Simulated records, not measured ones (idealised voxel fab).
process module | voxel lift off
cross-section cut | 300 nm wide | cells 5 nm
A cross-section is a grid of square cells, given in bands from the top down. A band is one or more rows of cells.
Each band's line starts with the height of the band's top and of its bottom, in nm. Then come its materials from left to right, each with its width in nm. One material with "throughout" fills the band from edge to edge. "air" is empty space.
Height 0 is the level under which the wafer as received is all one material. The lowest band goes on downwards, as in "0 down".
A width such as "30 to 40" changes by the same amount from each row of cells to the next, from the band's top row to its bottom row.
"no change" after a step means that no cell of the cross-section changed.
closed voids: empty space of 8 cells or more with no open way to the top, each as width x height at its distance from the left edge, in nm
after a step's settings: what the simulator itself notes on the step
overlay nm, on a step with a mask: how far to the right of its planned place the mask lay; to the left if negative
plan
1 op RECEIVE | material Si
2 op CONFORMAL_DEP | material SiN | thk nm 5
3 op PATTERN | tone open | mask id LINES | material resist | width nm 25 | pitch nm 50 | thk nm 20 | overlay nm 0
4 op DIRECTIONAL_DEP | material Ru | thk nm 10
5 op STRIP | etch materials resist
6 op CONFORMAL_DEP | material SiN | thk nm 5
as received, after step 1
  0 down: Si throughout
  closed voids: none
a wafer at the end: this start, this plan, one mistake
  20 to 10: air 80 | SiN 35 | air 15 | SiN 35 | air 15 | SiN 35 | air 85
  10 to 0: SiN throughout
  0 down: Si throughout
  closed voids: none
what went wrong: step 4 ran as: op DIRECTIONAL_DEP | material SiN | thk nm 10
